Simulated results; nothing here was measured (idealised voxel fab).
Module name: voxel self aligned contacts (process module)
270 nm wide, 5 nm square cells: that's cross-section cut.
When this document writes out a cross-section, it uses a grid of square cells and lists it as bands, beginning at the top and moving down, with a band standing for one or more rows of cells.
In this notation a band is specified by the heights of its top and bottom, in that order and in nm, after which its materials appear from left to right, each paired with its width in nm. The word "everywhere" attached to a single material means that material fills the band from edge to edge; the word "blank" stands for empty space.
Note: height 0 marks the level under which the wafer is uniformly one material as received. Lowest band unbounded below, written "0 -> down".
You'd read "30..40" like this: the band's top row of cells is as wide as the first number, its bottom row is as wide as the second, and going down, every row changes width by the same amount as the row before did.
Given "remained the same" for a step, no cell of the cross-section differs between before and after that step.
The entry titled "Voids, enclosed" provides the empty spaces that have no open way to the top, restricted to those of 8 cells or more. Each is presented as width x height at distance, the distance being measured from the left edge, with all three in nm.
It should be noted that, on the line of a given step, the content following the step's settings is a remark produced by the simulator itself with respect to that step.
On any step carrying a mask, the "overlay nm" setting, if present on the step's line, tells how far right of its planned place the mask lay; negative values point to the left.

PROCESS STEPS FORESEEN IN THE PLAN
- 1: RECEIVE: material Si
- 2: OXIDIZE: depth nm 5
- 3: DIRECTIONAL_DEP: material polySi, thk nm 25
- 4: DIRECTIONAL_DEP: material SiN, thk nm 20
- 5: PATTERN: tone cover, mask id GATE, material resist, width nm 25, pitch nm 70, thk nm 20, overlay nm 0
- 6: DIRECTIONAL_ETCH: etch materials SiN, depth nm 20
- 7: DIRECTIONAL_ETCH: etch materials polySi, depth nm 25
- 8: STRIP: etch materials resist
- 9: CONFORMAL_DEP: material SiN, thk nm 10
- 10: DIRECTIONAL_ETCH: etch materials SiN, depth nm 10
- 11: FILL_DEP: material SiO2, thk nm 10
- 12: CMP: height nm 50
- 13: PATTERN: tone open, mask id CONTACT, material resist, width nm 55, pitch nm 70, thk nm 15, overlay nm 0
- 14: DIRECTIONAL_ETCH: etch materials SiO2, depth nm 55
- 15: STRIP: etch materials resist
- 16: CONFORMAL_DEP: material TiN, thk nm 5
- 17: FILL_DEP: material W, thk nm 10
- 18: CMP: height nm 50
- 19: CONFORMAL_DEP: material SiN, thk nm 5

BELOW: THE FIRST OF TWO WAFERS, RUN AS PLANNED

SHOWN IN CROSS-SECTION IS THE WAFER AS RECEIVED, THAT IS, AS IT STANDS AFTER STEP 1
- 0 -> down = Si everywhere
- Voids, enclosed: none

UPON COMPLETION OF STEP 2, THE WAFER APPEARS IN CROSS-SECTION AS SHOWN
- 0 -> -5 = SiO2 everywhere
- below -5: unchanged

UPON COMPLETION OF STEP 3, THE WAFER APPEARS IN CROSS-SECTION AS SHOWN
- 25 -> 0 = polySi everywhere
- below 0: unchanged

UPON COMPLETION OF STEP 4, THE WAFER APPEARS IN CROSS-SECTION AS SHOWN
- 45 -> 25 = SiN everywhere
- below 25: unchanged

UPON COMPLETION OF STEP 5, THE WAFER APPEARS IN CROSS-SECTION AS SHOWN
- 65 -> 45 = blank: 50 / resist: 25 / blank: 45 / resist: 25 / blank: 45 / resist: 25 / blank: 55
- below 45: unchanged

UPON COMPLETION OF STEP 6, THE WAFER APPEARS IN CROSS-SECTION AS SHOWN
- 65 -> 45 = blank: 50 / resist: 25 / blank: 45 / resist: 25 / blank: 45 / resist: 25 / blank: 55
- 45 -> 25 = blank: 50 / SiN: 25 / blank: 45 / SiN: 25 / blank: 45 / SiN: 25 / blank: 55
- below 25: unchanged

UPON COMPLETION OF STEP 7, THE WAFER APPEARS IN CROSS-SECTION AS SHOWN
- 65 -> 45 = blank: 50 / resist: 25 / blank: 45 / resist: 25 / blank: 45 / resist: 25 / blank: 55
- 45 -> 25 = blank: 50 / SiN: 25 / blank: 45 / SiN: 25 / blank: 45 / SiN: 25 / blank: 55
- 25 -> 0 = blank: 50 / polySi: 25 / blank: 45 / polySi: 25 / blank: 45 / polySi: 25 / blank: 55
- below 0: unchanged

UPON COMPLETION OF STEP 8, THE WAFER APPEARS IN CROSS-SECTION AS SHOWN
- 45 -> 25 = blank: 50 / SiN: 25 / blank: 45 / SiN: 25 / blank: 45 / SiN: 25 / blank: 55
- below 25: unchanged

UPON COMPLETION OF STEP 9, THE WAFER APPEARS IN CROSS-SECTION AS SHOWN
- 55 -> 25 = blank: 40 / SiN: 45 / blank: 25 / SiN: 45 / blank: 25 / SiN: 45 / blank: 45
- 25 -> 10 = blank: 40 / SiN: 10 / polySi: 25 / SiN: 10 / blank: 25 / SiN: 10 / polySi: 25 / SiN: 10 / blank: 25 / SiN: 10 / polySi: 25 / SiN: 10 / blank: 45
- 10 -> 0 = SiN: 50 / polySi: 25 / SiN: 45 / polySi: 25 / SiN: 45 / polySi: 25 / SiN: 55
- below 0: unchanged

UPON COMPLETION OF STEP 10, THE WAFER APPEARS IN CROSS-SECTION AS SHOWN
- 45 -> 25 = blank: 40 / SiN: 45 / blank: 25 / SiN: 45 / blank: 25 / SiN: 45 / blank: 45
- 25 -> 0 = blank: 40 / SiN: 10 / polySi: 25 / SiN: 10 / blank: 25 / SiN: 10 / polySi: 25 / SiN: 10 / blank: 25 / SiN: 10 / polySi: 25 / SiN: 10 / blank: 45
- below 0: unchanged

UPON COMPLETION OF STEP 11, THE WAFER APPEARS IN CROSS-SECTION AS SHOWN
- 55 -> 45 = SiO2 everywhere
- 45 -> 25 = SiO2: 40 / SiN: 45 / SiO2: 25 / SiN: 45 / SiO2: 25 / SiN: 45 / SiO2: 45
- 25 -> 0 = SiO2: 40 / SiN: 10 / polySi: 25 / SiN: 10 / SiO2: 25 / SiN: 10 / polySi: 25 / SiN: 10 / SiO2: 25 / SiN: 10 / polySi: 25 / SiN: 10 / SiO2: 45
- below 0: unchanged

UPON COMPLETION OF STEP 12, THE WAFER APPEARS IN CROSS-SECTION AS SHOWN
- 50 -> 45 = SiO2 everywhere
- below 45: unchanged

UPON COMPLETION OF STEP 13, THE WAFER APPEARS IN CROSS-SECTION AS SHOWN
- 65 -> 50 = resist: 70 / blank: 55 / resist: 15 / blank: 55 / resist: 75
- below 50: unchanged

UPON COMPLETION OF STEP 14, THE WAFER APPEARS IN CROSS-SECTION AS SHOWN
- 65 -> 50 = resist: 70 / blank: 55 / resist: 15 / blank: 55 / resist: 75
- 50 -> 45 = SiO2: 70 / blank: 55 / SiO2: 15 / blank: 55 / SiO2: 75
- 45 -> 25 = SiO2: 40 / SiN: 45 / blank: 25 / SiN: 45 / blank: 25 / SiN: 45 / SiO2: 45
- 25 -> 0 = SiO2: 40 / SiN: 10 / polySi: 25 / SiN: 10 / blank: 25 / SiN: 10 / polySi: 25 / SiN: 10 / blank: 25 / SiN: 10 / polySi: 25 / SiN: 10 / SiO2: 45
- 0 -> -5 = SiO2: 85 / blank: 25 / SiO2: 45 / blank: 25 / SiO2: 90
- below -5: unchanged

UPON COMPLETION OF STEP 15, THE WAFER APPEARS IN CROSS-SECTION AS SHOWN
- 50 -> 45 = SiO2: 70 / blank: 55 / SiO2: 15 / blank: 55 / SiO2: 75
- below 45: unchanged

UPON COMPLETION OF STEP 16, THE WAFER APPEARS IN CROSS-SECTION AS SHOWN
- 55 -> 50 = TiN: 75 / blank: 45 / TiN: 25 / blank: 45 / TiN: 80
- 50 -> 45 = SiO2: 70 / TiN: 20 / blank: 15 / TiN: 20 / SiO2: 15 / TiN: 20 / blank: 15 / TiN: 20 / SiO2: 75
- 45 -> 25 = SiO2: 40 / SiN: 45 / TiN: 5 / blank: 15 / TiN: 5 / SiN: 45 / TiN: 5 / blank: 15 / TiN: 5 / SiN: 45 / SiO2: 45
- 25 -> 0 = SiO2: 40 / SiN: 10 / polySi: 25 / SiN: 10 / TiN: 5 / blank: 15 / TiN: 5 / SiN: 10 / polySi: 25 / SiN: 10 / TiN: 5 / blank: 15 / TiN: 5 / SiN: 10 / polySi: 25 / SiN: 10 / SiO2: 45
- 0 -> -5 = SiO2: 85 / TiN: 25 / SiO2: 45 / TiN: 25 / SiO2: 90
- below -5: unchanged

UPON COMPLETION OF STEP 17, THE WAFER APPEARS IN CROSS-SECTION AS SHOWN
- 65 -> 55 = W everywhere
- 55 -> 50 = TiN: 75 / W: 45 / TiN: 25 / W: 45 / TiN: 80
- 50 -> 45 = SiO2: 70 / TiN: 20 / W: 15 / TiN: 20 / SiO2: 15 / TiN: 20 / W: 15 / TiN: 20 / SiO2: 75
- 45 -> 25 = SiO2: 40 / SiN: 45 / TiN: 5 / W: 15 / TiN: 5 / SiN: 45 / TiN: 5 / W: 15 / TiN: 5 / SiN: 45 / SiO2: 45
- 25 -> 0 = SiO2: 40 / SiN: 10 / polySi: 25 / SiN: 10 / TiN: 5 / W: 15 / TiN: 5 / SiN: 10 / polySi: 25 / SiN: 10 / TiN: 5 / W: 15 / TiN: 5 / SiN: 10 / polySi: 25 / SiN: 10 / SiO2: 45
- below 0: unchanged

UPON COMPLETION OF STEP 18, THE WAFER APPEARS IN CROSS-SECTION AS SHOWN
- 50 -> 45 = SiO2: 70 / TiN: 20 / W: 15 / TiN: 20 / SiO2: 15 / TiN: 20 / W: 15 / TiN: 20 / SiO2: 75
- below 45: unchanged

UPON COMPLETION OF STEP 19, THE WAFER APPEARS IN CROSS-SECTION AS SHOWN
- 55 -> 50 = SiN everywhere
- below 50: unchanged

COMPANION WAFER, THE SECOND OF TWO: SAME BEGINNING, SAME INTENDED SEQUENCE, ONE MISTAKE IN CARRYING IT OUT; THROUGH STEP 1 INCLUSIVE IT TRACKS THE FIRST EXACTLY

SECOND WAFER SHOWN IN CROSS-SECTION AT THE TIME STEP 2 WAS SLATED TO END
- 25 -> 0 = polySi everywhere
- below 0: unchanged

SECOND WAFER SHOWN IN CROSS-SECTION AT THE TIME STEP 3 WAS SLATED TO END
- 25 -> 20 = SiO2 everywhere
- below 20: unchanged

SECOND WAFER SHOWN IN CROSS-SECTION AT THE TIME STEP 4 WAS SLATED TO END
- 45 -> 25 = SiN everywhere
- below 25: unchanged

SECOND WAFER SHOWN IN CROSS-SECTION AT THE TIME STEP 5 WAS SLATED TO END
- 65 -> 45 = blank: 50 / resist: 25 / blank: 45 / resist: 25 / blank: 45 / resist: 25 / blank: 55
- below 45: unchanged

SECOND WAFER SHOWN IN CROSS-SECTION AT THE TIME STEP 6 WAS SLATED TO END
- 65 -> 45 = blank: 50 / resist: 25 / blank: 45 / resist: 25 / blank: 45 / resist: 25 / blank: 55
- 45 -> 25 = blank: 50 / SiN: 25 / blank: 45 / SiN: 25 / blank: 45 / SiN: 25 / blank: 55
- below 25: unchanged

Second wafer shown in cross-section at the time step 7 was slated to end: remained the same

SECOND WAFER SHOWN IN CROSS-SECTION AT THE TIME STEP 8 WAS SLATED TO END
- 45 -> 25 = blank: 50 / SiN: 25 / blank: 45 / SiN: 25 / blank: 45 / SiN: 25 / blank: 55
- below 25: unchanged

SECOND WAFER SHOWN IN CROSS-SECTION AT THE TIME STEP 9 WAS SLATED TO END
- 55 -> 35 = blank: 40 / SiN: 45 / blank: 25 / SiN: 45 / blank: 25 / SiN: 45 / blank: 45
- 35 -> 25 = SiN everywhere
- below 25: unchanged

SECOND WAFER SHOWN IN CROSS-SECTION AT THE TIME STEP 10 WAS SLATED TO END
- 45 -> 25 = blank: 40 / SiN: 45 / blank: 25 / SiN: 45 / blank: 25 / SiN: 45 / blank: 45
- below 25: unchanged

SECOND WAFER SHOWN IN CROSS-SECTION AT THE TIME STEP 11 WAS SLATED TO END
- 55 -> 45 = SiO2 everywhere
- 45 -> 25 = SiO2: 40 / SiN: 45 / SiO2: 25 / SiN: 45 / SiO2: 25 / SiN: 45 / SiO2: 45
- below 25: unchanged

SECOND WAFER SHOWN IN CROSS-SECTION AT THE TIME STEP 12 WAS SLATED TO END
- 50 -> 45 = SiO2 everywhere
- below 45: unchanged

SECOND WAFER SHOWN IN CROSS-SECTION AT THE TIME STEP 13 WAS SLATED TO END
- 65 -> 50 = resist: 70 / blank: 55 / resist: 15 / blank: 55 / resist: 75
- below 50: unchanged

SECOND WAFER SHOWN IN CROSS-SECTION AT THE TIME STEP 14 WAS SLATED TO END
- 65 -> 50 = resist: 70 / blank: 55 / resist: 15 / blank: 55 / resist: 75
- 50 -> 45 = SiO2: 70 / blank: 55 / SiO2: 15 / blank: 55 / SiO2: 75
- 45 -> 25 = SiO2: 40 / SiN: 45 / blank: 25 / SiN: 45 / blank: 25 / SiN: 45 / SiO2: 45
- 25 -> 20 = SiO2: 85 / blank: 25 / SiO2: 45 / blank: 25 / SiO2: 90
- below 20: unchanged

SECOND WAFER SHOWN IN CROSS-SECTION AT THE TIME STEP 15 WAS SLATED TO END
- 50 -> 45 = SiO2: 70 / blank: 55 / SiO2: 15 / blank: 55 / SiO2: 75
- below 45: unchanged

SECOND WAFER SHOWN IN CROSS-SECTION AT THE TIME STEP 16 WAS SLATED TO END
- 55 -> 50 = TiN: 75 / blank: 45 / TiN: 25 / blank: 45 / TiN: 80
- 50 -> 45 = SiO2: 70 / TiN: 20 / blank: 15 / TiN: 20 / SiO2: 15 / TiN: 20 / blank: 15 / TiN: 20 / SiO2: 75
- 45 -> 25 = SiO2: 40 / SiN: 45 / TiN: 5 / blank: 15 / TiN: 5 / SiN: 45 / TiN: 5 / blank: 15 / TiN: 5 / SiN: 45 / SiO2: 45
- 25 -> 20 = SiO2: 85 / TiN: 25 / SiO2: 45 / TiN: 25 / SiO2: 90
- below 20: unchanged

SECOND WAFER SHOWN IN CROSS-SECTION AT THE TIME STEP 17 WAS SLATED TO END
- 65 -> 55 = W everywhere
- 55 -> 50 = TiN: 75 / W: 45 / TiN: 25 / W: 45 / TiN: 80
- 50 -> 45 = SiO2: 70 / TiN: 20 / W: 15 / TiN: 20 / SiO2: 15 / TiN: 20 / W: 15 / TiN: 20 / SiO2: 75
- 45 -> 25 = SiO2: 40 / SiN: 45 / TiN: 5 / W: 15 / TiN: 5 / SiN: 45 / TiN: 5 / W: 15 / TiN: 5 / SiN: 45 / SiO2: 45
- below 25: unchanged

SECOND WAFER SHOWN IN CROSS-SECTION AT THE TIME STEP 18 WAS SLATED TO END
- 50 -> 45 = SiO2: 70 / TiN: 20 / W: 15 / TiN: 20 / SiO2: 15 / TiN: 20 / W: 15 / TiN: 20 / SiO2: 75
- below 45: unchanged

SECOND WAFER SHOWN IN CROSS-SECTION AT THE TIME STEP 19 WAS SLATED TO END
- 55 -> 50 = SiN everywhere
- below 50: unchanged
Plan not followed: ran 2 and 3 in swapped order versus the plan
Per the end-of-run cell counts, the second wafer holds more or fewer of some materials than the first: Si: 54 more | SiN: 60 fewer | SiO2: 85 fewer | TiN: 20 fewer | W: 30 fewer | polySi: 141 more
